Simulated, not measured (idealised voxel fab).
The name of this process module is voxel self aligned vias.
The width of the displayed cross-section, cut, is 220 nm; its cells are square, with a size of 5 nm.
Heads up, the way a cross-section reads in here is a grid of square cells, handed over as bands from the top down, with every band being one or more rows of cells. First you get the band's top height and its bottom height, in nm, and then the materials it's made of, left to right, with each width in nm. If you see a single material with "throughout", that one covers the band edge to edge. "air" is empty space. Beneath 0, the wafer as received is one material, and that level is where height counting begins. The lowest band goes on downward without a bottom; it is written like "0..down". A two-number width, for instance "30->40", indicates that the width is equal to the first number in the top row of the band and to the second number in the bottom row, and that it changes by a constant amount per row of cells. No cell of the cross-section changed in a step that is given as "no modifications". You'll see "Closed cavity list" listing empty spaces that have no way open to the top, as long as they're 8 cells or more; the notation is width x height at distance, where the distance is from the left edge, and all of it is in nm. Where a step's line continues beyond its settings, the continuation is a remark by the simulator itself on that step. overlay nm: for a step with a mask, the amount by which the mask lay right of where it was planned; a negative amount means left of it.

**Here's what the planned process steps look like**
1) RECEIVE | material Si
2) CONFORMAL_DEP | material SiO2 | thk nm 15
3) CONFORMAL_DEP | material SiCN | thk nm 5
4) DIRECTIONAL_DEP | material SiO2 | thk nm 25
5) DIRECTIONAL_DEP | material aC | thk nm 10
6) PATTERN | tone open | mask id LINES | material resist | width nm 30 | pitch nm 70 | thk nm 25 | overlay nm -15
7) DIRECTIONAL_ETCH | etch materials aC | depth nm 10
8) STRIP | etch materials resist
9) DIRECTIONAL_ETCH | etch materials SiO2 | depth nm 25
10) STRIP | etch materials aC
11) CONFORMAL_DEP | material TiN | thk nm 5
12) FILL_DEP | material Ru | thk nm 10
13) CMP | height nm 45
14) SELECTIVE_ETCH | etch materials W Ru TiN | depth nm 10
15) FILL_DEP | material SiN | thk nm 10
16) CMP | height nm 45
17) DIRECTIONAL_DEP | material SiO2 | thk nm 15
18) MASKED_ETCH | tone open | mask id VIAS | width nm 50 | pitch nm 70 | etch materials SiO2 | depth nm 15 | overlay nm 0
19) MASKED_ETCH | tone open | mask id VIAS | width nm 50 | pitch nm 70 | etch materials SiN | depth nm 10 | overlay nm 0
20) CONFORMAL_DEP | material TiN | thk nm 5
21) FILL_DEP | material Cu | thk nm 5
22) CMP | height nm 60
23) CONFORMAL_DEP | material SiCN | thk nm 5
Where the wafers of this document differ is in the overlay nm of step 6; they start out the same, and the plan states the value that applied to the first wafer.

**The first of several wafers as received, shown in cross-section; this is its state after step 1**
* 0..down = Si throughout
* Closed cavity list: none

**First of several wafers, sectioned at end of module (last step: step 23)**
* 65..60 = SiCN throughout
* 60..50 = 50 of SiO2 | 5 of TiN | 40 of Cu | 5 of TiN | 20 of SiO2 | 5 of TiN | 40 of Cu | 5 of TiN | 50 of SiO2
* 50..45 = 50 of SiO2 | 5 of TiN | 15 of Cu | 30 of TiN | 20 of SiO2 | 5 of TiN | 15 of Cu | 30 of TiN | 50 of SiO2
* 45..40 = 45 of SiO2 | 5 of SiN | 5 of TiN | 15 of Cu | 5 of TiN | 40 of SiO2 | 5 of SiN | 5 of TiN | 15 of Cu | 5 of TiN | 75 of SiO2
* 40..35 = 45 of SiO2 | 5 of SiN | 25 of TiN | 40 of SiO2 | 5 of SiN | 25 of TiN | 75 of SiO2
* 35..25 = 45 of SiO2 | 5 of TiN | 20 of Ru | 5 of TiN | 40 of SiO2 | 5 of TiN | 20 of Ru | 5 of TiN | 75 of SiO2
* 25..20 = 45 of SiO2 | 30 of TiN | 40 of SiO2 | 30 of TiN | 75 of SiO2
* 20..15 = SiCN throughout
* 15..0 = SiO2 throughout
* 0..down = Si throughout
* Closed cavity list: none

**Cross-sectional view, end of module, last wafer of several**
* 65..60 = SiCN throughout
* 60..50 = 50 of SiO2 | 5 of TiN | 40 of Cu | 5 of TiN | 20 of SiO2 | 5 of TiN | 40 of Cu | 5 of TiN | 50 of SiO2
* 50..45 = 50 of SiO2 | 30 of TiN | 15 of Cu | 5 of TiN | 20 of SiO2 | 30 of TiN | 15 of Cu | 5 of TiN | 50 of SiO2
* 45..40 = 75 of SiO2 | 5 of TiN | 15 of Cu | 5 of TiN | 5 of SiN | 40 of SiO2 | 5 of TiN | 15 of Cu | 5 of TiN | 5 of SiN | 45 of SiO2
* 40..35 = 75 of SiO2 | 25 of TiN | 5 of SiN | 40 of SiO2 | 25 of TiN | 5 of SiN | 45 of SiO2
* 35..25 = 75 of SiO2 | 5 of TiN | 20 of Ru | 5 of TiN | 40 of SiO2 | 5 of TiN | 20 of Ru | 5 of TiN | 45 of SiO2
* 25..20 = 75 of SiO2 | 30 of TiN | 40 of SiO2 | 30 of TiN | 45 of SiO2
* 20..15 = SiCN throughout
* 15..0 = SiO2 throughout
* 0..down = Si throughout
* Closed cavity list: none

**Tabulated below, wafer by wafer, are the end-of-module results: for each material, the number of cells gained (+) or lost (-) relative to the as-received state, followed by the closed voids**
overlay nm -15, +44 Cu, +16 Ru, +88 SiCN, +4 SiN, +364 SiO2, +56 TiN, Closed cavity list: none
overlay nm -10, +48 Cu, +16 Ru, +88 SiCN, +364 SiO2, +56 TiN, Closed cavity list: none
overlay nm -5, +48 Cu, +16 Ru, +88 SiCN, +364 SiO2, +56 TiN, Closed cavity list: none
overlay nm 0, +48 Cu, +16 Ru, +88 SiCN, +364 SiO2, +56 TiN, Closed cavity list: none
overlay nm 5, +48 Cu, +16 Ru, +88 SiCN, +364 SiO2, +56 TiN, Closed cavity list: none
overlay nm 10, +48 Cu, +16 Ru, +88 SiCN, +364 SiO2, +56 TiN, Closed cavity list: none
overlay nm 15, +44 Cu, +16 Ru, +88 SiCN, +4 SiN, +364 SiO2, +56 TiN, Closed cavity list: none
